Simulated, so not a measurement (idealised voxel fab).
The process module that follows is named voxel double patterning.
Each square cell in cross-section cut measures 5 nm, and the section as a whole is 265 nm wide.
The cross-sections in this document take the form of a grid made of square cells. They are written out as bands, in order from top to bottom. Each band consists of one or more rows of cells.
It is stipulated that each band's entry specify, in nanometres, the height of the top of the band and then that of its bottom, followed by the materials of the band in left-to-right sequence, each together with its width in nanometres. A single material marked by the word "everywhere" is understood to fill the band from edge to edge; the word "air" is understood to denote empty space.
Heights are expressed relative to 0, this being the level below which the as-received wafer comprises one material exclusively. The lowest band is unbounded in the downward direction and is denoted as in "from 0 down".
You'd read "30->40" like this: the band's top row of cells is as wide as the first number, its bottom row is as wide as the second, and going down, every row changes width by the same amount as the row before did.
The cross-section has no changed cell in any step marked "remained unchanged".
Voids not open to the top, 8 cells minimum: see "Enclosed void entries". Written width x height at distance; distance is from the left edge; nm.
Anything after a step's settings on that line? It's the simulator's own note about the step.
If you see "overlay nm" on a step's line and that step has a mask, it's telling you how far right of where it was planned the mask ended up; a negative number means it went left instead.
Note: before/after cross-section pairs follow, one process step per pair, after-side truncated at the lowest changed band, step and settings given beneath. Different runs of this module on the same starting wafer may supply the pairs; a pair continues the one above only where the "Before the process" entry says so.
BEFORE THE PROCESS
- from 0 down = Si everywhere
- Enclosed void entries: none
POST-STEP CROSS-SECTION
- from 5 to 0 = SiO2 everywhere
- Anything lower than 0 is untouched.
- Enclosed void entries: none
In between the cross-sections above, the run called for op CONFORMAL_DEP | material SiO2 | thk nm 5
Before the process: the after view from the pair directly above serves as the before view here.
POST-STEP CROSS-SECTION
- from 20 to 5 = TiN everywhere
- Anything lower than 5 is untouched.
- Enclosed void entries: none
In between the cross-sections above, the run called for op DIRECTIONAL_DEP | material TiN | thk nm 15
Before the process: the after view from the pair directly above serves as the before view here.
POST-STEP CROSS-SECTION
- from 25 to 20 = SiN everywhere
- Anything lower than 20 is untouched.
- Enclosed void entries: none
In between the cross-sections above, the run called for op DIRECTIONAL_DEP | material SiN | thk nm 5
Before the process: the after view from the pair directly above serves as the before view here.
POST-STEP CROSS-SECTION
- from 25 to 20 = 75 nm SiN, then 15 nm air, then 35 nm SiN, then 15 nm air, then 35 nm SiN, then 15 nm air, then 75 nm SiN
- Anything lower than 20 is untouched.
- Enclosed void entries: none
In between the cross-sections above, the run called for op MASKED_ETCH | tone open | mask id FIRST | width nm 15 | pitch nm 50 | etch materials SiN | depth nm 5 | overlay nm 0
Before the process: the after view from the pair directly above serves as the before view here.
POST-STEP CROSS-SECTION
- from 40 to 25 = 100 nm resist, then 15 nm air, then 35 nm resist, then 15 nm air, then 100 nm resist
- from 25 to 20 = 75 nm SiN, then 15 nm resist, then 35 nm SiN, then 15 nm resist, then 35 nm SiN, then 15 nm resist, then 75 nm SiN
- Anything lower than 20 is untouched.
- Enclosed void entries: none
In between the cross-sections above, the run called for op PATTERN | tone open | mask id SECOND | material resist | width nm 15 | pitch nm 50 | thk nm 15 | overlay nm 0
Before the process: the after view from the pair directly above serves as the before view here.
POST-STEP CROSS-SECTION
- from 40 to 25 = 100 nm resist, then 15 nm air, then 35 nm resist, then 15 nm air, then 100 nm resist
- from 25 to 20 = 75 nm SiN, then 15 nm resist, then 10 nm SiN, then 15 nm air, then 10 nm SiN, then 15 nm resist, then 10 nm SiN, then 15 nm air, then 10 nm SiN, then 15 nm resist, then 75 nm SiN
- Anything lower than 20 is untouched.
- Enclosed void entries: none
In between the cross-sections above, the run called for op DIRECTIONAL_ETCH | etch materials SiN | depth nm 5
Before the process: the after view from the pair directly above serves as the before view here.
POST-STEP CROSS-SECTION
- from 25 to 20 = 75 nm SiN, then 15 nm air, then 10 nm SiN, then 15 nm air, then 10 nm SiN, then 15 nm air, then 10 nm SiN, then 15 nm air, then 10 nm SiN, then 15 nm air, then 75 nm SiN
- Anything lower than 20 is untouched.
- Enclosed void entries: none
In between the cross-sections above, the run called for op STRIP | etch materials resist
Before the process: the after view from the pair directly above serves as the before view here.
POST-STEP CROSS-SECTION
- from 25 to 20 = 75 nm SiN, then 15 nm air, then 10 nm SiN, then 15 nm air, then 10 nm SiN, then 15 nm air, then 10 nm SiN, then 15 nm air, then 10 nm SiN, then 15 nm air, then 75 nm SiN
- from 20 to 5 = 75 nm TiN, then 15 nm air, then 10 nm TiN, then 15 nm air, then 10 nm TiN, then 15 nm air, then 10 nm TiN, then 15 nm air, then 10 nm TiN, then 15 nm air, then 75 nm TiN
- Anything lower than 5 is untouched.
- Enclosed void entries: none
In between the cross-sections above, the run called for op DIRECTIONAL_ETCH | etch materials TiN | depth nm 15
Before the process: the after view from the pair directly above serves as the before view here.
POST-STEP CROSS-SECTION
- from 20 to 5 = 75 nm TiN, then 15 nm air, then 10 nm TiN, then 15 nm air, then 10 nm TiN, then 15 nm air, then 10 nm TiN, then 15 nm air, then 10 nm TiN, then 15 nm air, then 75 nm TiN
- Anything lower than 5 is untouched.
- Enclosed void entries: none
In between the cross-sections above, the run called for op STRIP | etch materials SiN
BEFORE THE PROCESS
- from 0 down = Si everywhere
- Enclosed void entries: none
POST-STEP CROSS-SECTION
- from 15 to 0 = TiN everywhere
- Anything lower than 0 is untouched.
- Enclosed void entries: none
In between the cross-sections above, the run called for op DIRECTIONAL_DEP | material TiN | thk nm 15
Before the process: the after view from the pair directly above serves as the before view here.
POST-STEP CROSS-SECTION
- from 20 to 15 = SiN everywhere
- Anything lower than 15 is untouched.
- Enclosed void entries: none
In between the cross-sections above, the run called for op DIRECTIONAL_DEP | material SiN | thk nm 5
Before the process: the after view from the pair directly above serves as the before view here.
POST-STEP CROSS-SECTION
- from 20 to 15 = 75 nm SiN, then 15 nm air, then 35 nm SiN, then 15 nm air, then 35 nm SiN, then 15 nm air, then 75 nm SiN
- Anything lower than 15 is untouched.
- Enclosed void entries: none
In between the cross-sections above, the run called for op MASKED_ETCH | tone open | mask id FIRST | width nm 15 | pitch nm 50 | etch materials SiN | depth nm 5 | overlay nm 0
Before the process: the after view from the pair directly above serves as the before view here.
POST-STEP CROSS-SECTION
- from 35 to 20 = 100 nm resist, then 15 nm air, then 35 nm resist, then 15 nm air, then 100 nm resist
- from 20 to 15 = 75 nm SiN, then 15 nm resist, then 35 nm SiN, then 15 nm resist, then 35 nm SiN, then 15 nm resist, then 75 nm SiN
- Anything lower than 15 is untouched.
- Enclosed void entries: none
In between the cross-sections above, the run called for op PATTERN | tone open | mask id SECOND | material resist | width nm 15 | pitch nm 50 | thk nm 15 | overlay nm 0
Before the process: the after view from the pair directly above serves as the before view here.
POST-STEP CROSS-SECTION
- from 35 to 20 = 100 nm resist, then 15 nm air, then 35 nm resist, then 15 nm air, then 100 nm resist
- from 20 to 15 = 75 nm SiN, then 15 nm resist, then 10 nm SiN, then 15 nm air, then 10 nm SiN, then 15 nm resist, then 10 nm SiN, then 15 nm air, then 10 nm SiN, then 15 nm resist, then 75 nm SiN
- Anything lower than 15 is untouched.
- Enclosed void entries: none
In between the cross-sections above, the run called for op DIRECTIONAL_ETCH | etch materials SiN | depth nm 5
Before the process: the after view from the pair directly above serves as the before view here.
POST-STEP CROSS-SECTION
- from 20 to 15 = 75 nm SiN, then 15 nm air, then 10 nm SiN, then 15 nm air, then 10 nm SiN, then 15 nm air, then 10 nm SiN, then 15 nm air, then 10 nm SiN, then 15 nm air, then 75 nm SiN
- Anything lower than 15 is untouched.
- Enclosed void entries: none
In between the cross-sections above, the run called for op STRIP | etch materials resist
Before the process: the after view from the pair directly above serves as the before view here.
POST-STEP CROSS-SECTION
- from 20 to 15 = 75 nm SiN, then 15 nm air, then 10 nm SiN, then 15 nm air, then 10 nm SiN, then 15 nm air, then 10 nm SiN, then 15 nm air, then 10 nm SiN, then 15 nm air, then 75 nm SiN
- from 15 to 0 = 75 nm TiN, then 15 nm air, then 10 nm TiN, then 15 nm air, then 10 nm TiN, then 15 nm air, then 10 nm TiN, then 15 nm air, then 10 nm TiN, then 15 nm air, then 75 nm TiN
- Anything lower than 0 is untouched.
- Enclosed void entries: none
In between the cross-sections above, the run called for op DIRECTIONAL_ETCH | etch materials TiN | depth nm 15
Before the process: the after view from the pair directly above serves as the before view here.
POST-STEP CROSS-SECTION
- from 15 to 0 = 75 nm TiN, then 15 nm air, then 10 nm TiN, then 15 nm air, then 10 nm TiN, then 15 nm air, then 10 nm TiN, then 15 nm air, then 10 nm TiN, then 15 nm air, then 75 nm TiN
- Anything lower than 0 is untouched.
- Enclosed void entries: none
In between the cross-sections above, the run called for op STRIP | etch materials SiN
BEFORE THE PROCESS
- from 20 to 5 = TiN everywhere
- from 5 to 0 = SiO2 everywhere
- from 0 down = Si everywhere
- Enclosed void entries: none
POST-STEP CROSS-SECTION
- from 35 to 5 = TiN everywhere
- Anything lower than 5 is untouched.
- Enclosed void entries: none
In between the cross-sections above, the run called for op DIRECTIONAL_DEP | material TiN | thk nm 15
Before the process: the after view from the pair directly above serves as the before view here.
POST-STEP CROSS-SECTION
- from 40 to 35 = SiN everywhere
- Anything lower than 35 is untouched.
- Enclosed void entries: none
In between the cross-sections above, the run called for op DIRECTIONAL_DEP | material SiN | thk nm 5
Before the process: the after view from the pair directly above serves as the before view here.
POST-STEP CROSS-SECTION
- from 40 to 35 = 75 nm SiN, then 15 nm air, then 35 nm SiN, then 15 nm air, then 35 nm SiN, then 15 nm air, then 75 nm SiN
- Anything lower than 35 is untouched.
- Enclosed void entries: none
In between the cross-sections above, the run called for op MASKED_ETCH | tone open | mask id FIRST | width nm 15 | pitch nm 50 | etch materials SiN | depth nm 5 | overlay nm 0
Before the process: the after view from the pair directly above serves as the before view here.
POST-STEP CROSS-SECTION
- from 55 to 40 = 100 nm resist, then 15 nm air, then 35 nm resist, then 15 nm air, then 100 nm resist
- from 40 to 35 = 75 nm SiN, then 15 nm resist, then 35 nm SiN, then 15 nm resist, then 35 nm SiN, then 15 nm resist, then 75 nm SiN
- Anything lower than 35 is untouched.
- Enclosed void entries: none
In between the cross-sections above, the run called for op PATTERN | tone open | mask id SECOND | material resist | width nm 15 | pitch nm 50 | thk nm 15 | overlay nm 0
Before the process: the after view from the pair directly above serves as the before view here.
POST-STEP CROSS-SECTION
- from 55 to 40 = 100 nm resist, then 15 nm air, then 35 nm resist, then 15 nm air, then 100 nm resist
- from 40 to 35 = 75 nm SiN, then 15 nm resist, then 10 nm SiN, then 15 nm air, then 10 nm SiN, then 15 nm resist, then 10 nm SiN, then 15 nm air, then 10 nm SiN, then 15 nm resist, then 75 nm SiN
- Anything lower than 35 is untouched.
- Enclosed void entries: none
In between the cross-sections above, the run called for op DIRECTIONAL_ETCH | etch materials SiN | depth nm 5
Before the process: the after view from the pair directly above serves as the before view here.
POST-STEP CROSS-SECTION
- from 40 to 35 = 75 nm SiN, then 15 nm air, then 10 nm SiN, then 15 nm air, then 10 nm SiN, then 15 nm air, then 10 nm SiN, then 15 nm air, then 10 nm SiN, then 15 nm air, then 75 nm SiN
- Anything lower than 35 is untouched.
- Enclosed void entries: none
In between the cross-sections above, the run called for op STRIP | etch materials resist
Before the process: the after view from the pair directly above serves as the before view here.
POST-STEP CROSS-SECTION
- from 40 to 35 = 75 nm SiN, then 15 nm air, then 10 nm SiN, then 15 nm air, then 10 nm SiN, then 15 nm air, then 10 nm SiN, then 15 nm air, then 10 nm SiN, then 15 nm air, then 75 nm SiN
- from 35 to 20 = 75 nm TiN, then 15 nm air, then 10 nm TiN, then 15 nm air, then 10 nm TiN, then 15 nm air, then 10 nm TiN, then 15 nm air, then 10 nm TiN, then 15 nm air, then 75 nm TiN
- Anything lower than 20 is untouched.
- Enclosed void entries: none
In between the cross-sections above, the run called for op DIRECTIONAL_ETCH | etch materials TiN | depth nm 15
Before the process: the after view from the pair directly above serves as the before view here.
POST-STEP CROSS-SECTION
- from 35 to 20 = 75 nm TiN, then 15 nm air, then 10 nm TiN, then 15 nm air, then 10 nm TiN, then 15 nm air, then 10 nm TiN, then 15 nm air, then 10 nm TiN, then 15 nm air, then 75 nm TiN
- Anything lower than 20 is untouched.
- Enclosed void entries: none
In between the cross-sections above, the run called for op STRIP | etch materials SiN
BEFORE THE PROCESS
- from 15 to 0 = TiN everywhere
- from 0 down = Si everywhere
- Enclosed void entries: none
POST-STEP CROSS-SECTION
- from 20 to 15 = SiO2 everywhere
- Anything lower than 15 is untouched.
- Enclosed void entries: none
In between the cross-sections above, the run called for op CONFORMAL_DEP | material SiO2 | thk nm 5
Before the process: the after view from the pair directly above serves as the before view here.
POST-STEP CROSS-SECTION
- from 25 to 20 = SiN everywhere
- Anything lower than 20 is untouched.
- Enclosed void entries: none
In between the cross-sections above, the run called for op DIRECTIONAL_DEP | material SiN | thk nm 5
Before the process: the after view from the pair directly above serves as the before view here.
POST-STEP CROSS-SECTION
- from 25 to 20 = 75 nm SiN, then 15 nm air, then 35 nm SiN, then 15 nm air, then 35 nm SiN, then 15 nm air, then 75 nm SiN
- Anything lower than 20 is untouched.
- Enclosed void entries: none
In between the cross-sections above, the run called for op MASKED_ETCH | tone open | mask id FIRST | width nm 15 | pitch nm 50 | etch materials SiN | depth nm 5 | overlay nm 0
Before the process: the after view from the pair directly above serves as the before view here.
POST-STEP CROSS-SECTION
- from 40 to 25 = 100 nm resist, then 15 nm air, then 35 nm resist, then 15 nm air, then 100 nm resist
- from 25 to 20 = 75 nm SiN, then 15 nm resist, then 35 nm SiN, then 15 nm resist, then 35 nm SiN, then 15 nm resist, then 75 nm SiN
- Anything lower than 20 is untouched.
- Enclosed void entries: none
In between the cross-sections above, the run called for op PATTERN | tone open | mask id SECOND | material resist | width nm 15 | pitch nm 50 | thk nm 15 | overlay nm 0
Before the process: the after view from the pair directly above serves as the before view here.
POST-STEP CROSS-SECTION
- from 40 to 25 = 100 nm resist, then 15 nm air, then 35 nm resist, then 15 nm air, then 100 nm resist
- from 25 to 20 = 75 nm SiN, then 15 nm resist, then 10 nm SiN, then 15 nm air, then 10 nm SiN, then 15 nm resist, then 10 nm SiN, then 15 nm air, then 10 nm SiN, then 15 nm resist, then 75 nm SiN
- Anything lower than 20 is untouched.
- Enclosed void entries: none
In between the cross-sections above, the run called for op DIRECTIONAL_ETCH | etch materials SiN | depth nm 5
Before the process: the after view from the pair directly above serves as the before view here.
POST-STEP CROSS-SECTION
- from 25 to 20 = 75 nm SiN, then 15 nm air, then 10 nm SiN, then 15 nm air, then 10 nm SiN, then 15 nm air, then 10 nm SiN, then 15 nm air, then 10 nm SiN, then 15 nm air, then 75 nm SiN
- Anything lower than 20 is untouched.
- Enclosed void entries: none
In between the cross-sections above, the run called for op STRIP | etch materials resist
Before the process: the after view from the pair directly above serves as the before view here.
POST-STEP CROSS-SECTION
- from 20 to 15 = SiO2 everywhere
- Anything lower than 15 is untouched.
- Enclosed void entries: none
In between the cross-sections above, the run called for op STRIP | etch materials SiN
BEFORE THE PROCESS
- from 0 down = Si everywhere
- Enclosed void entries: none
POST-STEP CROSS-SECTION
- from 15 to 0 = SiO2 everywhere
- Anything lower than 0 is untouched.
- Enclosed void entries: none
In between the cross-sections above, the run called for op CONFORMAL_DEP | material SiO2 | thk nm 15
Before the process: the after view from the pair directly above serves as the before view here.
POST-STEP CROSS-SECTION
- from 30 to 15 = TiN everywhere
- Anything lower than 15 is untouched.
- Enclosed void entries: none
In between the cross-sections above, the run called for op DIRECTIONAL_DEP | material TiN | thk nm 15
Before the process: the after view from the pair directly above serves as the before view here.
POST-STEP CROSS-SECTION
- from 35 to 30 = SiN everywhere
- Anything lower than 30 is untouched.
- Enclosed void entries: none
In between the cross-sections above, the run called for op DIRECTIONAL_DEP | material SiN | thk nm 5
Before the process: the after view from the pair directly above serves as the before view here.
POST-STEP CROSS-SECTION
- from 35 to 30 = 75 nm SiN, then 15 nm air, then 35 nm SiN, then 15 nm air, then 35 nm SiN, then 15 nm air, then 75 nm SiN
- Anything lower than 30 is untouched.
- Enclosed void entries: none
In between the cross-sections above, the run called for op MASKED_ETCH | tone open | mask id FIRST | width nm 15 | pitch nm 50 | etch materials SiN | depth nm 5 | overlay nm 0
Before the process: the after view from the pair directly above serves as the before view here.
POST-STEP CROSS-SECTION
- from 50 to 35 = 100 nm resist, then 15 nm air, then 35 nm resist, then 15 nm air, then 100 nm resist
- from 35 to 30 = 75 nm SiN, then 15 nm resist, then 35 nm SiN, then 15 nm resist, then 35 nm SiN, then 15 nm resist, then 75 nm SiN
- Anything lower than 30 is untouched.
- Enclosed void entries: none
In between the cross-sections above, the run called for op PATTERN | tone open | mask id SECOND | material resist | width nm 15 | pitch nm 50 | thk nm 15 | overlay nm 0
Before the process: the after view from the pair directly above serves as the before view here.
POST-STEP CROSS-SECTION
- from 50 to 35 = 100 nm resist, then 15 nm air, then 35 nm resist, then 15 nm air, then 100 nm resist
- from 35 to 30 = 75 nm SiN, then 15 nm resist, then 10 nm SiN, then 15 nm air, then 10 nm SiN, then 15 nm resist, then 10 nm SiN, then 15 nm air, then 10 nm SiN, then 15 nm resist, then 75 nm SiN
- Anything lower than 30 is untouched.
- Enclosed void entries: none
In between the cross-sections above, the run called for op DIRECTIONAL_ETCH | etch materials SiN | depth nm 5
Before the process: the after view from the pair directly above serves as the before view here.
POST-STEP CROSS-SECTION
- from 35 to 30 = 75 nm SiN, then 15 nm air, then 10 nm SiN, then 15 nm air, then 10 nm SiN, then 15 nm air, then 10 nm SiN, then 15 nm air, then 10 nm SiN, then 15 nm air, then 75 nm SiN
- Anything lower than 30 is untouched.
- Enclosed void entries: none
In between the cross-sections above, the run called for op STRIP | etch materials resist
Before the process: the after view from the pair directly above serves as the before view here.
POST-STEP CROSS-SECTION
- from 35 to 30 = 75 nm SiN, then 15 nm air, then 10 nm SiN, then 15 nm air, then 10 nm SiN, then 15 nm air, then 10 nm SiN, then 15 nm air, then 10 nm SiN, then 15 nm air, then 75 nm SiN
- from 30 to 15 = 75 nm TiN, then 15 nm air, then 10 nm TiN, then 15 nm air, then 10 nm TiN, then 15 nm air, then 10 nm TiN, then 15 nm air, then 10 nm TiN, then 15 nm air, then 75 nm TiN
- Anything lower than 15 is untouched.
- Enclosed void entries: none
In between the cross-sections above, the run called for op DIRECTIONAL_ETCH | etch materials TiN | depth nm 15
Before the process: the after view from the pair directly above serves as the before view here.
POST-STEP CROSS-SECTION
- from 30 to 15 = 75 nm TiN, then 15 nm air, then 10 nm TiN, then 15 nm air, then 10 nm TiN, then 15 nm air, then 10 nm TiN, then 15 nm air, then 10 nm TiN, then 15 nm air, then 75 nm TiN
- Anything lower than 15 is untouched.
- Enclosed void entries: none
In between the cross-sections above, the run called for op STRIP | etch materials SiN
BEFORE THE PROCESS
- from 25 to 20 = SiN everywhere
- from 20 to 5 = TiN everywhere
- from 5 to 0 = SiO2 everywhere
- from 0 down = Si everywhere
- Enclosed void entries: none
POST-STEP CROSS-SECTION
- from 25 to 20 = 70 nm SiN, then 25 nm air, then 25 nm SiN, then 25 nm air, then 25 nm SiN, then 25 nm air, then 70 nm SiN
- Anything lower than 20 is untouched.
- Enclosed void entries: none
In between the cross-sections above, the run called for op MASKED_ETCH | tone open | mask id FIRST | width nm 25 | pitch nm 50 | etch materials SiN | depth nm 5 | overlay nm 0
Before the process: the after view from the pair directly above serves as the before view here.
POST-STEP CROSS-SECTION
- from 40 to 25 = 100 nm resist, then 15 nm air, then 35 nm resist, then 15 nm air, then 100 nm resist
- from 25 to 20 = 70 nm SiN, then 25 nm resist, then 25 nm SiN, then 25 nm resist, then 25 nm SiN, then 25 nm resist, then 70 nm SiN
- Anything lower than 20 is untouched.
- Enclosed void entries: none
In between the cross-sections above, the run called for op PATTERN | tone open | mask id SECOND | material resist | width nm 15 | pitch nm 50 | thk nm 15 | overlay nm 0
Before the process: the after view from the pair directly above serves as the before view here.
POST-STEP CROSS-SECTION
- from 40 to 25 = 100 nm resist, then 15 nm air, then 35 nm resist, then 15 nm air, then 100 nm resist
- from 25 to 20 = 70 nm SiN, then 25 nm resist, then 5 nm SiN, then 15 nm air, then 5 nm SiN, then 25 nm resist, then 5 nm SiN, then 15 nm air, then 5 nm SiN, then 25 nm resist, then 70 nm SiN
- Anything lower than 20 is untouched.
- Enclosed void entries: none
In between the cross-sections above, the run called for op DIRECTIONAL_ETCH | etch materials SiN | depth nm 5
Before the process: the after view from the pair directly above serves as the before view here.
POST-STEP CROSS-SECTION
- from 25 to 20 = 70 nm SiN, then 25 nm air, then 5 nm SiN, then 15 nm air, then 5 nm SiN, then 25 nm air, then 5 nm SiN, then 15 nm air, then 5 nm SiN, then 25 nm air, then 70 nm SiN
- Anything lower than 20 is untouched.
- Enclosed void entries: none
In between the cross-sections above, the run called for op STRIP | etch materials resist
Before the process: the after view from the pair directly above serves as the before view here.
POST-STEP CROSS-SECTION
- from 25 to 20 = 70 nm SiN, then 25 nm air, then 5 nm SiN, then 15 nm air, then 5 nm SiN, then 25 nm air, then 5 nm SiN, then 15 nm air, then 5 nm SiN, then 25 nm air, then 70 nm SiN
- from 20 to 5 = 70 nm TiN, then 25 nm air, then 5 nm TiN, then 15 nm air, then 5 nm TiN, then 25 nm air, then 5 nm TiN, then 15 nm air, then 5 nm TiN, then 25 nm air, then 70 nm TiN
- Anything lower than 5 is untouched.
- Enclosed void entries: none
In between the cross-sections above, the run called for op DIRECTIONAL_ETCH | etch materials TiN | depth nm 15
Before the process: the after view from the pair directly above serves as the before view here.
POST-STEP CROSS-SECTION
- from 20 to 5 = 70 nm TiN, then 25 nm air, then 5 nm TiN, then 15 nm air, then 5 nm TiN, then 25 nm air, then 5 nm TiN, then 15 nm air, then 5 nm TiN, then 25 nm air, then 70 nm TiN
- Anything lower than 5 is untouched.
- Enclosed void entries: none
In between the cross-sections above, the run called for op STRIP | etch materials SiN
BEFORE THE PROCESS
- from 25 to 20 = SiN everywhere
- from 20 to 5 = TiN everywhere
- from 5 to 0 = SiO2 everywhere
- from 0 down = Si everywhere
- Enclosed void entries: none
POST-STEP CROSS-SECTION
- from 25 to 20 = 80 nm SiN, then 15 nm air, then 35 nm SiN, then 15 nm air, then 35 nm SiN, then 15 nm air, then 70 nm SiN
- Anything lower than 20 is untouched.
- Enclosed void entries: none
In between the cross-sections above, the run called for op MASKED_ETCH | tone open | mask id FIRST | width nm 15 | pitch nm 50 | etch materials SiN | depth nm 5 | overlay nm 5
Before the process: the after view from the pair directly above serves as the before view here.
POST-STEP CROSS-SECTION
- from 40 to 25 = 100 nm resist, then 15 nm air, then 35 nm resist, then 15 nm air, then 100 nm resist
- from 25 to 20 = 80 nm SiN, then 15 nm resist, then 35 nm SiN, then 15 nm resist, then 35 nm SiN, then 15 nm resist, then 70 nm SiN
- Anything lower than 20 is untouched.
- Enclosed void entries: none
In between the cross-sections above, the run called for op PATTERN | tone open | mask id SECOND | material resist | width nm 15 | pitch nm 50 | thk nm 15 | overlay nm 0
Before the process: the after view from the pair directly above serves as the before view here.
POST-STEP CROSS-SECTION
- from 40 to 25 = 100 nm resist, then 15 nm air, then 35 nm resist, then 15 nm air, then 100 nm resist
- from 25 to 20 = 80 nm SiN, then 15 nm resist, then 5 nm SiN, then 15 nm air, then 15 nm SiN, then 15 nm resist, then 5 nm SiN, then 15 nm air, then 15 nm SiN, then 15 nm resist, then 70 nm SiN
- Anything lower than 20 is untouched.
- Enclosed void entries: none
In between the cross-sections above, the run called for op DIRECTIONAL_ETCH | etch materials SiN | depth nm 5
Before the process: the after view from the pair directly above serves as the before view here.
POST-STEP CROSS-SECTION
- from 25 to 20 = 80 nm SiN, then 15 nm air, then 5 nm SiN, then 15 nm air, then 15 nm SiN, then 15 nm air, then 5 nm SiN, then 15 nm air, then 15 nm SiN, then 15 nm air, then 70 nm SiN
- Anything lower than 20 is untouched.
- Enclosed void entries: none
In between the cross-sections above, the run called for op STRIP | etch materials resist
Before the process: the after view from the pair directly above serves as the before view here.
POST-STEP CROSS-SECTION
- from 25 to 20 = 80 nm SiN, then 15 nm air, then 5 nm SiN, then 15 nm air, then 15 nm SiN, then 15 nm air, then 5 nm SiN, then 15 nm air, then 15 nm SiN, then 15 nm air, then 70 nm SiN
- from 20 to 5 = 80 nm TiN, then 15 nm air, then 5 nm TiN, then 15 nm air, then 15 nm TiN, then 15 nm air, then 5 nm TiN, then 15 nm air, then 15 nm TiN, then 15 nm air, then 70 nm TiN
- Anything lower than 5 is untouched.
- Enclosed void entries: none
In between the cross-sections above, the run called for op DIRECTIONAL_ETCH | etch materials TiN | depth nm 15
Before the process: the after view from the pair directly above serves as the before view here.
POST-STEP CROSS-SECTION
- from 20 to 5 = 80 nm TiN, then 15 nm air, then 5 nm TiN, then 15 nm air, then 15 nm TiN, then 15 nm air, then 5 nm TiN, then 15 nm air, then 15 nm TiN, then 15 nm air, then 70 nm TiN
- Anything lower than 5 is untouched.
- Enclosed void entries: none
In between the cross-sections above, the run called for op STRIP | etch materials SiN
BEFORE THE PROCESS
- from 20 to 5 = TiN everywhere
- from 5 to 0 = SiO2 everywhere
- from 0 down = Si everywhere
- Enclosed void entries: none
POST-STEP CROSS-SECTION
- from 25 to 20 = SiO2 everywhere
- Anything lower than 20 is untouched.
- Enclosed void entries: none
In between the cross-sections above, the run called for op DIRECTIONAL_DEP | material SiO2 | thk nm 5
Before the process: the after view from the pair directly above serves as the before view here.
POST-STEP CROSS-SECTION
- from 40 to 25 = 100 nm resist, then 15 nm air, then 35 nm resist, then 15 nm air, then 100 nm resist
- Anything lower than 25 is untouched.
- Enclosed void entries: none
In between the cross-sections above, the run called for op PATTERN | tone open | mask id SECOND | material resist | width nm 15 | pitch nm 50 | thk nm 15 | overlay nm 0
Before the process: the after view from the pair directly above serves as the before view here.
POST-STEP CROSS-SECTION
- from 25 to 20 = SiO2 everywhere
- Anything lower than 20 is untouched.
- Enclosed void entries: none
In between the cross-sections above, the run called for op STRIP | etch materials resist
BEFORE THE PROCESS
- from 25 to 20 = 75 nm SiN, then 15 nm air, then 35 nm SiN, then 15 nm air, then 35 nm SiN, then 15 nm air, then 75 nm SiN
- from 20 to 5 = TiN everywhere
- from 5 to 0 = SiO2 everywhere
- from 0 down = Si everywhere
- Enclosed void entries: none
POST-STEP CROSS-SECTION
- from 40 to 25 = 100 nm air, then 15 nm resist, then 35 nm air, then 15 nm resist, then 100 nm air
- Anything lower than 25 is untouched.
- Enclosed void entries: none
In between the cross-sections above, the run called for op PATTERN | tone cover | mask id SECOND | material resist | width nm 15 | pitch nm 50 | thk nm 15 | overlay nm 0
Before the process: the after view from the pair directly above serves as the before view here.
POST-STEP CROSS-SECTION
- from 40 to 25 = 100 nm air, then 15 nm resist, then 35 nm air, then 15 nm resist, then 100 nm air
- from 25 to 20 = 100 nm air, then 15 nm SiN, then 35 nm air, then 15 nm SiN, then 100 nm air
- Anything lower than 20 is untouched.
- Enclosed void entries: none
In between the cross-sections above, the run called for op DIRECTIONAL_ETCH | etch materials SiN | depth nm 5
Before the process: the after view from the pair directly above serves as the before view here.
POST-STEP CROSS-SECTION
- from 25 to 20 = 100 nm air, then 15 nm SiN, then 35 nm air, then 15 nm SiN, then 100 nm air
- Anything lower than 20 is untouched.
- Enclosed void entries: none
In between the cross-sections above, the run called for op STRIP | etch materials resist
Before the process: the after view from the pair directly above serves as the before view here.
POST-STEP CROSS-SECTION
- from 25 to 20 = 100 nm air, then 15 nm SiN, then 35 nm air, then 15 nm SiN, then 100 nm air
- from 20 to 5 = 100 nm air, then 15 nm TiN, then 35 nm air, then 15 nm TiN, then 100 nm air
- Anything lower than 5 is untouched.
- Enclosed void entries: none
In between the cross-sections above, the run called for op DIRECTIONAL_ETCH | etch materials TiN | depth nm 15
Before the process: the after view from the pair directly above serves as the before view here.
POST-STEP CROSS-SECTION
- from 20 to 5 = 100 nm air, then 15 nm TiN, then 35 nm air, then 15 nm TiN, then 100 nm air
- Anything lower than 5 is untouched.
- Enclosed void entries: none
In between the cross-sections above, the run called for op STRIP | etch materials SiN
